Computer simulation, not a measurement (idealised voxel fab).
The document below concerns the process module designated voxel self aligned contacts.
Displayed cross-section: cut, width of 285 nm, square cells sized 5 nm.
When this document writes out a cross-section, it uses a grid of square cells and lists it as bands, beginning at the top and moving down, with a band standing for one or more rows of cells.
Band: top height; bottom height; in nm. Then, left to right: material with width in nm, for each material. "throughout": a single material spanning edge to edge. "blank": empty space.
Basically, 0 is our baseline, since under it the wafer straight out of the box is all one material. The bottom band has no lower end and keeps on going down, so it looks like "0 and below".
Width spec "30..40" -> top row of cells at first value, bottom row at second value, equal per-row change in between.
Step marked "nothing changed"? Then no cell in the cross-section changed in it.
"Enclosed cavities" means: voids of 8 cells or more that are shut off from the top with no open way through. Written width x height at distance, distance from the left edge, in nm.
Whatever follows a step's settings on its line is a remark the simulator itself makes about that step.
overlay nm: where the mask lay relative to plan, measured to the right, on steps with a mask; negatives go left.
Note: before/after cross-section pairs follow, one process step per pair, after-side truncated at the lowest changed band, step and settings given beneath. Different runs of this module on the same starting wafer may supply the pairs; a pair continues the one above only where the "before" entry says so.
[before]
    50 down to 20  blank: 70, then polySi: 25, then blank: 35, then polySi: 25, then blank: 35, then polySi: 25, then blank: 70
    20 down to 0  SiN throughout
    0 down to -5  SiO2 throughout
    -5 and below  Si throughout
    Enclosed cavities: none
[Post-Step Geometry]
    60 down to 50  blank: 60, then SiN: 45, then blank: 15, then SiN: 45, then blank: 15, then SiN: 45, then blank: 60
    50 down to 30  blank: 60, then SiN: 10, then polySi: 25, then SiN: 10, then blank: 15, then SiN: 10, then polySi: 25, then SiN: 10, then blank: 15, then SiN: 10, then polySi: 25, then SiN: 10, then blank: 60
    30 down to 20  SiN: 70, then polySi: 25, then SiN: 35, then polySi: 25, then SiN: 35, then polySi: 25, then SiN: 70
    Lower than 20, everything is as it was.
    Enclosed cavities: none
Upper to lower cross-section via op CONFORMAL_DEP | material SiN | thk nm 10
before: The pre-step condition corresponds to the post-step cross-section depicted in the pair directly above.
[Post-Step Geometry]
    50 down to 20  blank: 60, then SiN: 10, then polySi: 25, then SiN: 10, then blank: 15, then SiN: 10, then polySi: 25, then SiN: 10, then blank: 15, then SiN: 10, then polySi: 25, then SiN: 10, then blank: 60
    Lower than 20, everything is as it was.
    Enclosed cavities: none
Upper to lower cross-section via op DIRECTIONAL_ETCH | etch materials SiN | depth nm 10
before: The pre-step condition corresponds to the post-step cross-section depicted in the pair directly above.
[Post-Step Geometry]
    65 down to 50  SiO2 throughout
    50 down to 20  SiO2: 60, then SiN: 10, then polySi: 25, then SiN: 10, then SiO2: 15, then SiN: 10, then polySi: 25, then SiN: 10, then SiO2: 15, then SiN: 10, then polySi: 25, then SiN: 10, then SiO2: 60
    Lower than 20, everything is as it was.
    Enclosed cavities: none
Upper to lower cross-section via op FILL_DEP | material SiO2 | thk nm 15
before: The pre-step condition corresponds to the post-step cross-section depicted in the pair directly above.
[Post-Step Geometry]
    55 down to 50  SiO2 throughout
    Lower than 50, everything is as it was.
    Enclosed cavities: none
Upper to lower cross-section via op CMP | height nm 55
before: The pre-step condition corresponds to the post-step cross-section depicted in the pair directly above.
[Post-Step Geometry]
    55 down to 50  SiO2: 90, then blank: 45, then SiO2: 15, then blank: 45, then SiO2: 90
    50 down to 20  SiO2: 60, then SiN: 10, then polySi: 25, then SiN: 10, then blank: 15, then SiN: 10, then polySi: 25, then SiN: 10, then blank: 15, then SiN: 10, then polySi: 25, then SiN: 10, then SiO2: 60
    Lower than 20, everything is as it was.
    Enclosed cavities: none
Upper to lower cross-section via op MASKED_ETCH | tone open | mask id CONTACT | width nm 45 | pitch nm 60 | etch materials SiO2 | depth nm 60 | overlay nm 0
before: The pre-step condition corresponds to the post-step cross-section depicted in the pair directly above.
[Post-Step Geometry]
    60 down to 55  TiN: 95, then blank: 35, then TiN: 25, then blank: 35, then TiN: 95
    55 down to 50  SiO2: 90, then TiN: 20, then blank: 5, then TiN: 20, then SiO2: 15, then TiN: 20, then blank: 5, then TiN: 20, then SiO2: 90
    50 down to 25  SiO2: 60, then SiN: 10, then polySi: 25, then SiN: 10, then TiN: 5, then blank: 5, then TiN: 5, then SiN: 10, then polySi: 25, then SiN: 10, then TiN: 5, then blank: 5, then TiN: 5, then SiN: 10, then polySi: 25, then SiN: 10, then SiO2: 60
    25 down to 20  SiO2: 60, then SiN: 10, then polySi: 25, then SiN: 10, then TiN: 15, then SiN: 10, then polySi: 25, then SiN: 10, then TiN: 15, then SiN: 10, then polySi: 25, then SiN: 10, then SiO2: 60
    Lower than 20, everything is as it was.
    Enclosed cavities: none
Upper to lower cross-section via op CONFORMAL_DEP | material TiN | thk nm 5
before: The pre-step condition corresponds to the post-step cross-section depicted in the pair directly above.
[Post-Step Geometry]
    70 down to 60  Ru throughout
    60 down to 55  TiN: 95, then Ru: 35, then TiN: 25, then Ru: 35, then TiN: 95
    55 down to 50  SiO2: 90, then TiN: 20, then Ru: 5, then TiN: 20, then SiO2: 15, then TiN: 20, then Ru: 5, then TiN: 20, then SiO2: 90
    50 down to 25  SiO2: 60, then SiN: 10, then polySi: 25, then SiN: 10, then TiN: 5, then Ru: 5, then TiN: 5, then SiN: 10, then polySi: 25, then SiN: 10, then TiN: 5, then Ru: 5, then TiN: 5, then SiN: 10, then polySi: 25, then SiN: 10, then SiO2: 60
    Lower than 25, everything is as it was.
    Enclosed cavities: none
Upper to lower cross-section via op FILL_DEP | material Ru | thk nm 10
before: The pre-step condition corresponds to the post-step cross-section depicted in the pair directly above.
[Post-Step Geometry]
    55 down to 50  SiO2: 90, then TiN: 20, then Ru: 5, then TiN: 20, then SiO2: 15, then TiN: 20, then Ru: 5, then TiN: 20, then SiO2: 90
    Lower than 50, everything is as it was.
    Enclosed cavities: none
Upper to lower cross-section via op CMP | height nm 55
before: The pre-step condition corresponds to the post-step cross-section depicted in the pair directly above.
[Post-Step Geometry]
    60 down to 55  SiN throughout
    Lower than 55, everything is as it was.
    Enclosed cavities: none
Upper to lower cross-section via op CONFORMAL_DEP | material SiN | thk nm 5
[before]
    65 down to 50  SiO2 throughout
    50 down to 30  SiO2: 60, then SiN: 45, then SiO2: 15, then SiN: 45, then SiO2: 15, then SiN: 45, then SiO2: 60
    30 down to 0  SiO2: 60, then SiN: 10, then polySi: 25, then SiN: 10, then SiO2: 15, then SiN: 10, then polySi: 25, then SiN: 10, then SiO2: 15, then SiN: 10, then polySi: 25, then SiN: 10, then SiO2: 60
    0 down to -5  SiO2 throughout
    -5 and below  Si throughout
    Enclosed cavities: none
[Post-Step Geometry]
    50 down to 30  SiO2: 60, then SiN: 45, then SiO2: 15, then SiN: 45, then SiO2: 15, then SiN: 45, then SiO2: 60
    Lower than 30, everything is as it was.
    Enclosed cavities: none
Upper to lower cross-section via op CMP | height nm 50
before: The pre-step condition corresponds to the post-step cross-section depicted in the pair directly above.
[Post-Step Geometry]
    50 down to 30  SiO2: 60, then SiN: 45, then blank: 15, then SiN: 45, then blank: 15, then SiN: 45, then SiO2: 60
    30 down to 0  SiO2: 60, then SiN: 10, then polySi: 25, then SiN: 10, then blank: 15, then SiN: 10, then polySi: 25, then SiN: 10, then blank: 15, then SiN: 10, then polySi: 25, then SiN: 10, then SiO2: 60
    0 down to -5  SiO2: 105, then blank: 15, then SiO2: 45, then blank: 15, then SiO2: 105
    Lower than -5, everything is as it was.
    Enclosed cavities: none
Upper to lower cross-section via op MASKED_ETCH | tone open | mask id CONTACT | width nm 45 | pitch nm 60 | etch materials SiO2 | depth nm 60 | overlay nm 0
before: The pre-step condition corresponds to the post-step cross-section depicted in the pair directly above.
[Post-Step Geometry]
    55 down to 50  TiN: 110, then blank: 5, then TiN: 55, then blank: 5, then TiN: 110
    50 down to 30  SiO2: 60, then SiN: 45, then TiN: 5, then blank: 5, then TiN: 5, then SiN: 45, then TiN: 5, then blank: 5, then TiN: 5, then SiN: 45, then SiO2: 60
    30 down to 0  SiO2: 60, then SiN: 10, then polySi: 25, then SiN: 10, then TiN: 5, then blank: 5, then TiN: 5, then SiN: 10, then polySi: 25, then SiN: 10, then TiN: 5, then blank: 5, then TiN: 5, then SiN: 10, then polySi: 25, then SiN: 10, then SiO2: 60
    0 down to -5  SiO2: 105, then TiN: 15, then SiO2: 45, then TiN: 15, then SiO2: 105
    Lower than -5, everything is as it was.
    Enclosed cavities: none
Upper to lower cross-section via op CONFORMAL_DEP | material TiN | thk nm 5
before: The pre-step condition corresponds to the post-step cross-section depicted in the pair directly above.
[Post-Step Geometry]
    65 down to 55  Ru throughout
    55 down to 50  TiN: 110, then Ru: 5, then TiN: 55, then Ru: 5, then TiN: 110
    50 down to 30  SiO2: 60, then SiN: 45, then TiN: 5, then Ru: 5, then TiN: 5, then SiN: 45, then TiN: 5, then Ru: 5, then TiN: 5, then SiN: 45, then SiO2: 60
    30 down to 0  SiO2: 60, then SiN: 10, then polySi: 25, then SiN: 10, then TiN: 5, then Ru: 5, then TiN: 5, then SiN: 10, then polySi: 25, then SiN: 10, then TiN: 5, then Ru: 5, then TiN: 5, then SiN: 10, then polySi: 25, then SiN: 10, then SiO2: 60
    Lower than 0, everything is as it was.
    Enclosed cavities: none
Upper to lower cross-section via op FILL_DEP | material Ru | thk nm 10
before: The pre-step condition corresponds to the post-step cross-section depicted in the pair directly above.
[Post-Step Geometry]
    55 down to 50  TiN: 110, then Ru: 5, then TiN: 55, then Ru: 5, then TiN: 110
    Lower than 50, everything is as it was.
    Enclosed cavities: none
Upper to lower cross-section via op CMP | height nm 55
before: The pre-step condition corresponds to the post-step cross-section depicted in the pair directly above.
[Post-Step Geometry]
    60 down to 55  SiN throughout
    Lower than 55, everything is as it was.
    Enclosed cavities: none
Upper to lower cross-section via op CONFORMAL_DEP | material SiN | thk nm 5
[before]
    65 down to 50  aC throughout
    50 down to 30  SiN throughout
    30 down to 0  polySi throughout
    0 down to -5  SiO2 throughout
    -5 and below  Si throughout
    Enclosed cavities: none
[Post-Step Geometry]
    95 down to 65  blank: 65, then resist: 35, then blank: 25, then resist: 35, then blank: 25, then resist: 35, then blank: 65
    Lower than 65, everything is as it was.
    Enclosed cavities: none
Upper to lower cross-section via op PATTERN | tone cover | mask id GATE | material resist | width nm 35 | pitch nm 60 | thk nm 30 | overlay nm 0
before: The pre-step condition corresponds to the post-step cross-section depicted in the pair directly above.
[Post-Step Geometry]
    80 down to 65  blank: 65, then resist: 35, then blank: 25, then resist: 35, then blank: 25, then resist: 35, then blank: 65
    65 down to 50  blank: 65, then aC: 35, then blank: 25, then aC: 35, then blank: 25, then aC: 35, then blank: 65
    Lower than 50, everything is as it was.
    Enclosed cavities: none
Upper to lower cross-section via op DIRECTIONAL_ETCH | etch materials aC | depth nm 15
before: The pre-step condition corresponds to the post-step cross-section depicted in the pair directly above.
[Post-Step Geometry]
    65 down to 50  blank: 65, then aC: 35, then blank: 25, then aC: 35, then blank: 25, then aC: 35, then blank: 65
    Lower than 50, everything is as it was.
    Enclosed cavities: none
Upper to lower cross-section via op STRIP | etch materials resist
before: The pre-step condition corresponds to the post-step cross-section depicted in the pair directly above.
[Post-Step Geometry]
    65 down to 50  blank: 65, then aC: 35, then blank: 25, then aC: 35, then blank: 25, then aC: 35, then blank: 65
    50 down to 30  blank: 65, then SiN: 35, then blank: 25, then SiN: 35, then blank: 25, then SiN: 35, then blank: 65
    Lower than 30, everything is as it was.
    Enclosed cavities: none
Upper to lower cross-section via op DIRECTIONAL_ETCH | etch materials SiN | depth nm 20
before: The pre-step condition corresponds to the post-step cross-section depicted in the pair directly above.
[Post-Step Geometry]
    65 down to 50  blank: 65, then aC: 35, then blank: 25, then aC: 35, then blank: 25, then aC: 35, then blank: 65
    50 down to 30  blank: 65, then SiN: 35, then blank: 25, then SiN: 35, then blank: 25, then SiN: 35, then blank: 65
    30 down to 0  blank: 65, then polySi: 35, then blank: 25, then polySi: 35, then blank: 25, then polySi: 35, then blank: 65
    Lower than 0, everything is as it was.
    Enclosed cavities: none
Upper to lower cross-section via op DIRECTIONAL_ETCH | etch materials polySi | depth nm 30
before: The pre-step condition corresponds to the post-step cross-section depicted in the pair directly above.
[Post-Step Geometry]
    50 down to 30  blank: 65, then SiN: 35, then blank: 25, then SiN: 35, then blank: 25, then SiN: 35, then blank: 65
    Lower than 30, everything is as it was.
    Enclosed cavities: none
Upper to lower cross-section via op STRIP | etch materials aC
before: The pre-step condition corresponds to the post-step cross-section depicted in the pair directly above.
[Post-Step Geometry]
    60 down to 30  blank: 55, then SiN: 55, then blank: 5, then SiN: 55, then blank: 5, then SiN: 55, then blank: 55
    30 down to 10  blank: 55, then SiN: 10, then polySi: 35, then SiN: 10, then blank: 5, then SiN: 10, then polySi: 35, then SiN: 10, then blank: 5, then SiN: 10, then polySi: 35, then SiN: 10, then blank: 55
    10 down to 0  SiN: 65, then polySi: 35, then SiN: 25, then polySi: 35, then SiN: 25, then polySi: 35, then SiN: 65
    Lower than 0, everything is as it was.
    Enclosed cavities: none
Upper to lower cross-section via op CONFORMAL_DEP | material SiN | thk nm 10
before: The pre-step condition corresponds to the post-step cross-section depicted in the pair directly above.
[Post-Step Geometry]
    50 down to 30  blank: 55, then SiN: 55, then blank: 5, then SiN: 55, then blank: 5, then SiN: 55, then blank: 55
    30 down to 0  blank: 55, then SiN: 10, then polySi: 35, then SiN: 10, then blank: 5, then SiN: 10, then polySi: 35, then SiN: 10, then blank: 5, then SiN: 10, then polySi: 35, then SiN: 10, then blank: 55
    Lower than 0, everything is as it was.
    Enclosed cavities: none
Upper to lower cross-section via op DIRECTIONAL_ETCH | etch materials SiN | depth nm 10
before: The pre-step condition corresponds to the post-step cross-section depicted in the pair directly above.
[Post-Step Geometry]
    65 down to 50  SiO2 throughout
    50 down to 30  SiO2: 55, then SiN: 55, then SiO2: 5, then SiN: 55, then SiO2: 5, then SiN: 55, then SiO2: 55
    30 down to 0  SiO2: 55, then SiN: 10, then polySi: 35, then SiN: 10, then SiO2: 5, then SiN: 10, then polySi: 35, then SiN: 10, then SiO2: 5, then SiN: 10, then polySi: 35, then SiN: 10, then SiO2: 55
    Lower than 0, everything is as it was.
    Enclosed cavities: none
Upper to lower cross-section via op FILL_DEP | material SiO2 | thk nm 15
before: The pre-step condition corresponds to the post-step cross-section depicted in the pair directly above.
[Post-Step Geometry]
    55 down to 50  SiO2 throughout
    Lower than 50, everything is as it was.
    Enclosed cavities: none
Upper to lower cross-section via op CMP | height nm 55
before: The pre-step condition corresponds to the post-step cross-section depicted in the pair directly above.
[Post-Step Geometry]
    55 down to 50  SiO2: 90, then blank: 45, then SiO2: 15, then blank: 45, then SiO2: 90
    50 down to 30  SiO2: 55, then SiN: 55, then blank: 5, then SiN: 55, then blank: 5, then SiN: 55, then SiO2: 55
    30 down to 0  SiO2: 55, then SiN: 10, then polySi: 35, then SiN: 10, then blank: 5, then SiN: 10, then polySi: 35, then SiN: 10, then blank: 5, then SiN: 10, then polySi: 35, then SiN: 10, then SiO2: 55
    0 down to -5  SiO2: 110, then blank: 5, then SiO2: 55, then blank: 5, then SiO2: 110
    Lower than -5, everything is as it was.
    Enclosed cavities: none
Upper to lower cross-section via op MASKED_ETCH | tone open | mask id CONTACT | width nm 45 | pitch nm 60 | etch materials SiO2 | depth nm 60 | overlay nm 0
before: The pre-step condition corresponds to the post-step cross-section depicted in the pair directly above.
[Post-Step Geometry]
    60 down to 55  TiN: 95, then blank: 35, then TiN: 25, then blank: 35, then TiN: 95
    55 down to 50  SiO2: 90, then TiN: 45, then SiO2: 15, then TiN: 45, then SiO2: 90
    50 down to 30  SiO2: 55, then SiN: 55, then TiN: 5, then SiN: 55, then TiN: 5, then SiN: 55, then SiO2: 55
    30 down to 0  SiO2: 55, then SiN: 10, then polySi: 35, then SiN: 10, then TiN: 5, then SiN: 10, then polySi: 35, then SiN: 10, then TiN: 5, then SiN: 10, then polySi: 35, then SiN: 10, then SiO2: 55
    0 down to -5  SiO2: 110, then TiN: 5, then SiO2: 55, then TiN: 5, then SiO2: 110
    Lower than -5, everything is as it was.
    Enclosed cavities: none
Upper to lower cross-section via op CONFORMAL_DEP | material TiN | thk nm 5
before: The pre-step condition corresponds to the post-step cross-section depicted in the pair directly above.
[Post-Step Geometry]
    70 down to 60  Ru throughout
    60 down to 55  TiN: 95, then Ru: 35, then TiN: 25, then Ru: 35, then TiN: 95
    Lower than 55, everything is as it was.
    Enclosed cavities: none
Upper to lower cross-section via op FILL_DEP | material Ru | thk nm 10
before: The pre-step condition corresponds to the post-step cross-section depicted in the pair directly above.
[Post-Step Geometry]
    55 down to 50  SiO2: 90, then TiN: 45, then SiO2: 15, then TiN: 45, then SiO2: 90
    Lower than 50, everything is as it was.
    Enclosed cavities: none
Upper to lower cross-section via op CMP | height nm 55
before: The pre-step condition corresponds to the post-step cross-section depicted in the pair directly above.
[Post-Step Geometry]
    60 down to 55  SiN throughout
    Lower than 55, everything is as it was.
    Enclosed cavities: none
Upper to lower cross-section via op CONFORMAL_DEP | material SiN | thk nm 5
[before]
    55 down to 50  SiO2 throughout
    50 down to 30  SiO2: 60, then SiN: 45, then SiO2: 15, then SiN: 45, then SiO2: 15, then SiN: 45, then SiO2: 60
    30 down to 0  SiO2: 60, then SiN: 10, then polySi: 25, then SiN: 10, then SiO2: 15, then SiN: 10, then polySi: 25, then SiN: 10, then SiO2: 15, then SiN: 10, then polySi: 25, then SiN: 10, then SiO2: 60
    0 down to -5  SiO2 throughout
    -5 and below  Si throughout
    Enclosed cavities: none
[Post-Step Geometry]
    55 down to 50  SiO2: 95, then blank: 45, then SiO2: 15, then blank: 45, then SiO2: 85
    50 down to 30  SiO2: 60, then SiN: 45, then blank: 15, then SiN: 45, then blank: 15, then SiN: 45, then SiO2: 60
    30 down to 0  SiO2: 60, then SiN: 10, then polySi: 25, then SiN: 10, then blank: 15, then SiN: 10, then polySi: 25, then SiN: 10, then blank: 15, then SiN: 10, then polySi: 25, then SiN: 10, then SiO2: 60
    0 down to -5  SiO2: 105, then blank: 15, then SiO2: 45, then blank: 15, then SiO2: 105
    Lower than -5, everything is as it was.
    Enclosed cavities: none
Upper to lower cross-section via op MASKED_ETCH | tone open | mask id CONTACT | width nm 45 | pitch nm 60 | etch materials SiO2 | depth nm 60 | overlay nm 5
before: The pre-step condition corresponds to the post-step cross-section depicted in the pair directly above.
[Post-Step Geometry]
    60 down to 55  TiN: 100, then blank: 35, then TiN: 25, then blank: 35, then TiN: 90
    55 down to 50  SiO2: 95, then TiN: 15, then blank: 5, then TiN: 25, then SiO2: 15, then TiN: 15, then blank: 5, then TiN: 25, then SiO2: 85
    50 down to 30  SiO2: 60, then SiN: 45, then TiN: 5, then blank: 5, then TiN: 5, then SiN: 45, then TiN: 5, then blank: 5, then TiN: 5, then SiN: 45, then SiO2: 60
    30 down to 0  SiO2: 60, then SiN: 10, then polySi: 25, then SiN: 10, then TiN: 5, then blank: 5, then TiN: 5, then SiN: 10, then polySi: 25, then SiN: 10, then TiN: 5, then blank: 5, then TiN: 5, then SiN: 10, then polySi: 25, then SiN: 10, then SiO2: 60
    0 down to -5  SiO2: 105, then TiN: 15, then SiO2: 45, then TiN: 15, then SiO2: 105
    Lower than -5, everything is as it was.
    Enclosed cavities: none
Upper to lower cross-section via op CONFORMAL_DEP | material TiN | thk nm 5
before: The pre-step condition corresponds to the post-step cross-section depicted in the pair directly above.
[Post-Step Geometry]
    70 down to 60  Ru throughout
    60 down to 55  TiN: 100, then Ru: 35, then TiN: 25, then Ru: 35, then TiN: 90
    55 down to 50  SiO2: 95, then TiN: 15, then Ru: 5, then TiN: 25, then SiO2: 15, then TiN: 15, then Ru: 5, then TiN: 25, then SiO2: 85
    50 down to 30  SiO2: 60, then SiN: 45, then TiN: 5, then Ru: 5, then TiN: 5, then SiN: 45, then TiN: 5, then Ru: 5, then TiN: 5, then SiN: 45, then SiO2: 60
    30 down to 0  SiO2: 60, then SiN: 10, then polySi: 25, then SiN: 10, then TiN: 5, then Ru: 5, then TiN: 5, then SiN: 10, then polySi: 25, then SiN: 10, then TiN: 5, then Ru: 5, then TiN: 5, then SiN: 10, then polySi: 25, then SiN: 10, then SiO2: 60
    Lower than 0, everything is as it was.
    Enclosed cavities: none
Upper to lower cross-section via op FILL_DEP | material Ru | thk nm 10
before: The pre-step condition corresponds to the post-step cross-section depicted in the pair directly above.
[Post-Step Geometry]
    55 down to 50  SiO2: 95, then TiN: 15, then Ru: 5, then TiN: 25, then SiO2: 15, then TiN: 15, then Ru: 5, then TiN: 25, then SiO2: 85
    Lower than 50, everything is as it was.
    Enclosed cavities: none
Upper to lower cross-section via op CMP | height nm 55
before: The pre-step condition corresponds to the post-step cross-section depicted in the pair directly above.
[Post-Step Geometry]
    60 down to 55  SiN throughout
    Lower than 55, everything is as it was.
    Enclosed cavities: none
Upper to lower cross-section via op CONFORMAL_DEP | material SiN | thk nm 5
[before]
    55 down to 50  SiO2: 90, then blank: 45, then SiO2: 15, then blank: 45, then SiO2: 90
    50 down to 30  SiO2: 60, then SiN: 45, then blank: 15, then SiN: 45, then blank: 15, then SiN: 45, then SiO2: 60
    30 down to 0  SiO2: 60, then SiN: 10, then polySi: 25, then SiN: 10, then blank: 15, then SiN: 10, then polySi: 25, then SiN: 10, then blank: 15, then SiN: 10, then polySi: 25, then SiN: 10, then SiO2: 60
    0 down to -5  SiO2: 105, then blank: 15, then SiO2: 45, then blank: 15, then SiO2: 105
    -5 and below  Si throughout
    Enclosed cavities: none
[Post-Step Geometry]
    60 down to 55  SiN: 95, then blank: 35, then SiN: 25, then blank: 35, then SiN: 95
    55 down to 50  SiO2: 90, then SiN: 20, then blank: 5, then SiN: 20, then SiO2: 15, then SiN: 20, then blank: 5, then SiN: 20, then SiO2: 90
    50 down to 30  SiO2: 60, then SiN: 50, then blank: 5, then SiN: 55, then blank: 5, then SiN: 50, then SiO2: 60
    30 down to 0  SiO2: 60, then SiN: 10, then polySi: 25, then SiN: 15, then blank: 5, then SiN: 15, then polySi: 25, then SiN: 15, then blank: 5, then SiN: 15, then polySi: 25, then SiN: 10, then SiO2: 60
    0 down to -5  SiO2: 105, then SiN: 15, then SiO2: 45, then SiN: 15, then SiO2: 105
    Lower than -5, everything is as it was.
    Enclosed cavities: none
Upper to lower cross-section via op CONFORMAL_DEP | material SiN | thk nm 5
before: The pre-step condition corresponds to the post-step cross-section depicted in the pair directly above.
[Post-Step Geometry]
    70 down to 60  Ru throughout
    60 down to 55  SiN: 95, then Ru: 35, then SiN: 25, then Ru: 35, then SiN: 95
    55 down to 50  SiO2: 90, then SiN: 20, then Ru: 5, then SiN: 20, then SiO2: 15, then SiN: 20, then Ru: 5, then SiN: 20, then SiO2: 90
    50 down to 30  SiO2: 60, then SiN: 50, then Ru: 5, then SiN: 55, then Ru: 5, then SiN: 50, then SiO2: 60
    30 down to 0  SiO2: 60, then SiN: 10, then polySi: 25, then SiN: 15, then Ru: 5, then SiN: 15, then polySi: 25, then SiN: 15, then Ru: 5, then SiN: 15, then polySi: 25, then SiN: 10, then SiO2: 60
    Lower than 0, everything is as it was.
    Enclosed cavities: none
Upper to lower cross-section via op FILL_DEP | material Ru | thk nm 10
before: The pre-step condition corresponds to the post-step cross-section depicted in the pair directly above.
[Post-Step Geometry]
    55 down to 50  SiO2: 90, then SiN: 20, then Ru: 5, then SiN: 20, then SiO2: 15, then SiN: 20, then Ru: 5, then SiN: 20, then SiO2: 90
    Lower than 50, everything is as it was.
    Enclosed cavities: none
Upper to lower cross-section via op CMP | height nm 55
before: The pre-step condition corresponds to the post-step cross-section depicted in the pair directly above.
[Post-Step Geometry]
    60 down to 55  SiN throughout
    Lower than 55, everything is as it was.
    Enclosed cavities: none
Upper to lower cross-section via op CONFORMAL_DEP | material SiN | thk nm 5
[before]
    65 down to 50  aC throughout
    50 down to 30  SiN throughout
    30 down to 0  polySi throughout
    0 down to -5  SiO2 throughout
    -5 and below  Si throughout
    Enclosed cavities: none
[Post-Step Geometry]
    95 down to 65  resist: 70, then blank: 25, then resist: 35, then blank: 25, then resist: 35, then blank: 25, then resist: 70
    Lower than 65, everything is as it was.
    Enclosed cavities: none
Upper to lower cross-section via op PATTERN | tone open | mask id GATE | material resist | width nm 25 | pitch nm 60 | thk nm 30 | overlay nm 0
before: The pre-step condition corresponds to the post-step cross-section depicted in the pair directly above.
[Post-Step Geometry]
    80 down to 65  resist: 70, then blank: 25, then resist: 35, then blank: 25, then resist: 35, then blank: 25, then resist: 70
    65 down to 50  aC: 70, then blank: 25, then aC: 35, then blank: 25, then aC: 35, then blank: 25, then aC: 70
    Lower than 50, everything is as it was.
    Enclosed cavities: none
Upper to lower cross-section via op DIRECTIONAL_ETCH | etch materials aC | depth nm 15
before: The pre-step condition corresponds to the post-step cross-section depicted in the pair directly above.
[Post-Step Geometry]
    65 down to 50  aC: 70, then blank: 25, then aC: 35, then blank: 25, then aC: 35, then blank: 25, then aC: 70
    Lower than 50, everything is as it was.
    Enclosed cavities: none
Upper to lower cross-section via op STRIP | etch materials resist
before: The pre-step condition corresponds to the post-step cross-section depicted in the pair directly above.
[Post-Step Geometry]
    65 down to 50  aC: 70, then blank: 25, then aC: 35, then blank: 25, then aC: 35, then blank: 25, then aC: 70
    50 down to 30  SiN: 70, then blank: 25, then SiN: 35, then blank: 25, then SiN: 35, then blank: 25, then SiN: 70
    Lower than 30, everything is as it was.
    Enclosed cavities: none
Upper to lower cross-section via op DIRECTIONAL_ETCH | etch materials SiN | depth nm 20
before: The pre-step condition corresponds to the post-step cross-section depicted in the pair directly above.
[Post-Step Geometry]
    65 down to 50  aC: 70, then blank: 25, then aC: 35, then blank: 25, then aC: 35, then blank: 25, then aC: 70
    50 down to 30  SiN: 70, then blank: 25, then SiN: 35, then blank: 25, then SiN: 35, then blank: 25, then SiN: 70
    30 down to 0  polySi: 70, then blank: 25, then polySi: 35, then blank: 25, then polySi: 35, then blank: 25, then polySi: 70
    Lower than 0, everything is as it was.
    Enclosed cavities: none
Upper to lower cross-section via op DIRECTIONAL_ETCH | etch materials polySi | depth nm 30
before: The pre-step condition corresponds to the post-step cross-section depicted in the pair directly above.
[Post-Step Geometry]
    50 down to 30  SiN: 70, then blank: 25, then SiN: 35, then blank: 25, then SiN: 35, then blank: 25, then SiN: 70
    Lower than 30, everything is as it was.
    Enclosed cavities: none
Upper to lower cross-section via op STRIP | etch materials aC
before: The pre-step condition corresponds to the post-step cross-section depicted in the pair directly above.
[Post-Step Geometry]
    60 down to 30  SiN: 80, then blank: 5, then SiN: 55, then blank: 5, then SiN: 55, then blank: 5, then SiN: 80
    30 down to 10  polySi: 70, then SiN: 10, then blank: 5, then SiN: 10, then polySi: 35, then SiN: 10, then blank: 5, then SiN: 10, then polySi: 35, then SiN: 10, then blank: 5, then SiN: 10, then polySi: 70
    10 down to 0  polySi: 70, then SiN: 25, then polySi: 35, then SiN: 25, then polySi: 35, then SiN: 25, then polySi: 70
    Lower than 0, everything is as it was.
    Enclosed cavities: none
Upper to lower cross-section via op CONFORMAL_DEP | material SiN | thk nm 10
before: The pre-step condition corresponds to the post-step cross-section depicted in the pair directly above.
[Post-Step Geometry]
    50 down to 30  SiN: 80, then blank: 5, then SiN: 55, then blank: 5, then SiN: 55, then blank: 5, then SiN: 80
    30 down to 0  polySi: 70, then SiN: 10, then blank: 5, then SiN: 10, then polySi: 35, then SiN: 10, then blank: 5, then SiN: 10, then polySi: 35, then SiN: 10, then blank: 5, then SiN: 10, then polySi: 70
    Lower than 0, everything is as it was.
    Enclosed cavities: none
Upper to lower cross-section via op DIRECTIONAL_ETCH | etch materials SiN | depth nm 10
before: The pre-step condition corresponds to the post-step cross-section depicted in the pair directly above.
[Post-Step Geometry]
    65 down to 50  SiO2 throughout
    50 down to 30  SiN: 80, then SiO2: 5, then SiN: 55, then SiO2: 5, then SiN: 55, then SiO2: 5, then SiN: 80
    30 down to 0  polySi: 70, then SiN: 10, then SiO2: 5, then SiN: 10, then polySi: 35, then SiN: 10, then SiO2: 5, then SiN: 10, then polySi: 35, then SiN: 10, then SiO2: 5, then SiN: 10, then polySi: 70
    Lower than 0, everything is as it was.
    Enclosed cavities: none
Upper to lower cross-section via op FILL_DEP | material SiO2 | thk nm 15
before: The pre-step condition corresponds to the post-step cross-section depicted in the pair directly above.
[Post-Step Geometry]
    55 down to 50  SiO2 throughout
    Lower than 50, everything is as it was.
    Enclosed cavities: none
Upper to lower cross-section via op CMP | height nm 55
before: The pre-step condition corresponds to the post-step cross-section depicted in the pair directly above.
[Post-Step Geometry]
    55 down to 50  SiO2: 90, then blank: 45, then SiO2: 15, then blank: 45, then SiO2: 90
    Lower than 50, everything is as it was.
    Enclosed cavities: none
Upper to lower cross-section via op MASKED_ETCH | tone open | mask id CONTACT | width nm 45 | pitch nm 60 | etch materials SiO2 | depth nm 60 | overlay nm 0
before: The pre-step condition corresponds to the post-step cross-section depicted in the pair directly above.
[Post-Step Geometry]
    60 down to 55  TiN: 95, then blank: 35, then TiN: 25, then blank: 35, then TiN: 95
    55 down to 50  SiO2: 90, then TiN: 45, then SiO2: 15, then TiN: 45, then SiO2: 90
    Lower than 50, everything is as it was.
    Enclosed cavities: none
Upper to lower cross-section via op CONFORMAL_DEP | material TiN | thk nm 5
before: The pre-step condition corresponds to the post-step cross-section depicted in the pair directly above.
[Post-Step Geometry]
    70 down to 60  Ru throughout
    60 down to 55  TiN: 95, then Ru: 35, then TiN: 25, then Ru: 35, then TiN: 95
    Lower than 55, everything is as it was.
    Enclosed cavities: none
Upper to lower cross-section via op FILL_DEP | material Ru | thk nm 10
before: The pre-step condition corresponds to the post-step cross-section depicted in the pair directly above.
[Post-Step Geometry]
    55 down to 50  SiO2: 90, then TiN: 45, then SiO2: 15, then TiN: 45, then SiO2: 90
    Lower than 50, everything is as it was.
    Enclosed cavities: none
Upper to lower cross-section via op CMP | height nm 55
before: The pre-step condition corresponds to the post-step cross-section depicted in the pair directly above.
[Post-Step Geometry]
    60 down to 55  SiN throughout
    Lower than 55, everything is as it was.
    Enclosed cavities: none
Upper to lower cross-section via op CONFORMAL_DEP | material SiN | thk nm 5
